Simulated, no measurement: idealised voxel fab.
Proc. module: voxel double patterning
Section shown: cut. Width: 255 nm. Cell size: 5 nm, square.
Bands, listed from the top down, are how a cross-section gets written in this document; the cross-section itself is a grid of square cells, and a band is one or more rows of them. In this notation a band is specified by the heights of its top and bottom, in that order and in nm, after which its materials appear from left to right, each paired with its width in nm. The word "everywhere" attached to a single material means that material fills the band from edge to edge; the word "air" stands for empty space. Beneath 0, the wafer as received is one material, and that level is where height counting begins. The lowest band goes on downward without a bottom; it is written like "0 and below". A two-number width, for instance "30 to 40", indicates that the width is equal to the first number in the top row of the band and to the second number in the bottom row, and that it changes by a constant amount per row of cells. Given "all unchanged" for a step, no cell of the cross-section differs between before and after that step. In the "Closed void roster" entry, you get each enclosed empty space of 8 cells or more, one with no open way to the top, written width x height at distance, distance from the left edge, in nm. Past the settings on a step's line: simulator remark, on that step. Steps that use a mask can have "overlay nm" on their line. It says how far the mask sat to the right of where it was meant to be. Negative means to the left.
List of planned process steps
1) RECEIVE,material Si
2) CONFORMAL_DEP,material SiO2,thk nm 10
3) DIRECTIONAL_DEP,material polySi,thk nm 15
4) DIRECTIONAL_DEP,material SiCN,thk nm 5
5) DIRECTIONAL_DEP,material aC,thk nm 15
6) PATTERN,tone open,mask id FIRST,material resist,width nm 15,pitch nm 50,thk nm 30,overlay nm 0
7) DIRECTIONAL_ETCH,etch materials aC,depth nm 15
8) STRIP,etch materials resist
9) DIRECTIONAL_ETCH,etch materials SiCN,depth nm 5
10) STRIP,etch materials aC
11) MASKED_ETCH,tone open,mask id SECOND,width nm 15,pitch nm 50,etch materials SiCN,depth nm 5,overlay nm 0
12) DIRECTIONAL_ETCH,etch materials polySi,depth nm 15
13) STRIP,etch materials SiCN
Cross-section: wafer on arrival = after step 1
    0 and below | Si everywhere
    Closed void roster: none
Module complete - cross-section of the first of two wafers, run according to plan
    25 down to 10 | 70 nm polySi, 15 nm air, 10 nm polySi, 15 nm air, 10 nm polySi, 15 nm air, 10 nm polySi, 15 nm air, 10 nm polySi, 15 nm air, 70 nm polySi
    10 down to 0 | SiO2 everywhere
    0 and below | Si everywhere
    Closed void roster: none
Wafer two, end of module, cross-section. Same start, same plan as wafer one. One mistake in the run
    25 down to 15 | SiO2 everywhere
    15 down to 0 | polySi everywhere
    0 and below | Si everywhere
    Closed void roster: none
The mistake made against the process plan was this: so 2 and 3 got swapped relative to the plan, each ran where the other was supposed to
Count the cells at the end and the second wafer has more or fewer of some materials than the first: polySi: 45 more
